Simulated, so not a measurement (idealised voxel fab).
Presented below is a process module, voxel ribs on slabs.
FYI the section here is cut, 240 nm wide, cells are 5 nm squares.
Reading order for cross-sections: top band down to bottom band. Underlying form: a grid of square cells. Band size: one or more rows of cells.
This entry defines a band. It first specifies the height of the band's top and the height of its bottom in nm, and then specifies the band's materials from left to right, stating each material with its width in nm. The word "all across" identifies a single material that fills the band from edge to edge, while the word "empty" identifies empty space.
Measure heights from 0. That's the level where, below it, the as-received wafer is all one material. The lowest band is bottomless and extends downward; write it as in "0 -> down".
Note: "30->40" means the width goes from the first number (top row of the band) to the second number (bottom row) in equal steps per row of cells.
What does "stayed the same" mean for a step? It means no cell of the cross-section changed in that step.
"Enclosed voids": sealed empty spaces, 8 cells or more, no open way to top, listed width x height at distance, with distance from the left edge and width, height and distance in nm.
Anything after a step's settings on that line? It's the simulator's own note about the step.
On any step carrying a mask, the "overlay nm" setting, if present on the step's line, tells how far right of its planned place the mask lay; negative values point to the left.

The planned process steps are enumerated hereunder
1) RECEIVE [material Si]
2) DIRECTIONAL_DEP [material SiO2] [thk nm 20]
3) DIRECTIONAL_DEP [material SiN] [thk nm 20]
4) MASKED_ETCH [tone cover] [mask id RIB] [width nm 20] [etch materials SiN] [depth nm 5] [overlay nm 0]
5) DIRECTIONAL_DEP [material aC] [thk nm 10]
6) PATTERN [tone cover] [mask id SLAB] [material resist] [width nm 60] [thk nm 25] [overlay nm 0]
7) DIRECTIONAL_ETCH [etch materials aC] [depth nm 10]
8) STRIP [etch materials resist]
9) DIRECTIONAL_ETCH [etch materials SiN] [depth nm 15]
10) STRIP [etch materials aC]
11) FILL_DEP [material SiO2] [thk nm 25]
12) CMP [height nm 55]
13) DIRECTIONAL_DEP [material W] [thk nm 5]
14) DIRECTIONAL_DEP [material aC] [thk nm 15]
15) PATTERN [tone cover] [mask id HEATER] [material resist] [width nm 30] [thk nm 30] [overlay nm 0]
16) DIRECTIONAL_ETCH [etch materials aC] [depth nm 15]
17) STRIP [etch materials resist]
18) DIRECTIONAL_ETCH [etch materials W] [depth nm 5]
19) STRIP [etch materials aC]
20) CONFORMAL_DEP [material SiO2] [thk nm 5]

Wafer cross-section on receipt, i.e. after step 1
0 -> down = Si all across
Enclosed voids: none

First of two wafers: cross-section at end of module, run per plan
65 -> 60 = empty 100 nm | SiO2 40 nm | empty 100 nm
60 -> 55 = SiO2 105 nm | W 30 nm | SiO2 105 nm
55 -> 40 = SiO2 all across
40 -> 35 = SiO2 110 nm | SiN 20 nm | SiO2 110 nm
35 -> 20 = SiO2 90 nm | SiN 60 nm | SiO2 90 nm
20 -> 0 = SiO2 all across
0 -> down = Si all across
Enclosed voids: none

Cross-section, second wafer: same start as the first, same plan as the first, one mistake in running it; taken at the end of the module
60 -> 55 = empty 105 nm | W 30 nm | empty 105 nm
55 -> 40 = SiO2 all across
40 -> 35 = SiO2 110 nm | SiN 20 nm | SiO2 110 nm
35 -> 20 = SiO2 90 nm | SiN 60 nm | SiO2 90 nm
20 -> 0 = SiO2 all across
0 -> down = Si all across
Enclosed voids: none
The plan and the run diverged here: execution of step 20 of the plan did not take place, the step having been omitted
at the end the second wafer has, in cells: SiO2 -50
